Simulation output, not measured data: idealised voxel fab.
Process module in this document: voxel air gaps
Displayed cross-section: cut, width of 185 nm, square cells sized 5 nm.
In this document a cross-section is written as a grid of square cells. It is given as a series of bands, listed from the top down, and a band is one or more rows of cells.
Each band's line starts with the height of the band's top and of its bottom, in nm. Then come its materials from left to right, each with its width in nm. One material with "all across" fills the band from edge to edge. "blank" is empty space.
Convention: height 0 is the level below which the wafer, as received, is all one material. The lowest band does not terminate at the bottom but continues downward, represented as "z 0 and below".
The two numbers in a width such as "30->40" mark its ends across the band: the first belongs to the top row of cells, the second to the bottom row, and from each row to the next the width moves by the same amount.
Key: "nothing different" - step with no changed cell in the cross-section.
Each empty space that has no open way to the top and spans at least 8 cells appears under "Voids, fully enclosed" as width x height at distance, the distance counted from the left edge, all in nm.
Formally, on a step line, whatever follows the settings is a remark that the simulator itself makes on the step.
overlay nm: mask offset rightward from planned place, masked step; negative means leftward offset.

Below is the list of planned process steps
| 1 | RECEIVE with material Si |
| 2 | CONFORMAL_DEP with material SiO2, thk nm 10 |
| 3 | CONFORMAL_DEP with material SiN, thk nm 5 |
| 4 | DIRECTIONAL_DEP with material lowk, thk nm 30 |
| 5 | PATTERN with tone open, mask id LINES, material resist, width nm 20, pitch nm 45, thk nm 15, overlay nm 0 |
| 6 | DIRECTIONAL_ETCH with etch materials lowk, depth nm 30 |
| 7 | STRIP with etch materials resist |
| 8 | CONFORMAL_DEP with material TiN, thk nm 5 |
| 9 | FILL_DEP with material W, thk nm 10 |
| 10 | CMP with height nm 45 |
| 11 | EPI with material Ru, thk nm 10 |
| 12 | SELECTIVE_ETCH with etch materials lowk, depth nm 40 |
| 13 | CONFORMAL_DEP with material SiN, thk nm 5 |

Cross-section of the wafer at receipt, which is the condition after step 1
* z 0 and below | Si all across
* Voids, fully enclosed: none

Final cross-section, module run with one mistake (start and plan as above)
* z 60 to 55 | 20 blank  140 SiN  25 blank
* z 55 to 45 | 20 blank  5 SiN  40 Ru  5 SiN  40 Ru  5 SiN  40 Ru  5 SiN  25 blank
* z 45 to 40 | 20 blank  15 SiN  5 Ru  10 W  5 Ru  25 SiN  5 Ru  10 W  5 Ru  25 SiN  5 Ru  10 W  5 Ru  15 SiN  25 blank
* z 40 to 20 | 30 blank  5 SiN  5 Ru  10 W  5 Ru  5 SiN  15 blank  5 SiN  5 Ru  10 W  5 Ru  5 SiN  15 blank  5 SiN  5 Ru  10 W  5 Ru  5 SiN  35 blank
* z 20 to 15 | 35 SiN  20 Ru  25 SiN  20 Ru  25 SiN  20 Ru  40 SiN
* z 15 to 10 | SiN all across
* z 10 to 0 | SiO2 all across
* z 0 and below | Si all across
* Voids, fully enclosed: 15 x 20 at 60; 15 x 20 at 105
Nonconformance to the process plan: step 8, actual vs plan mismatch, actual run CONFORMAL_DEP with material Ru, thk nm 5
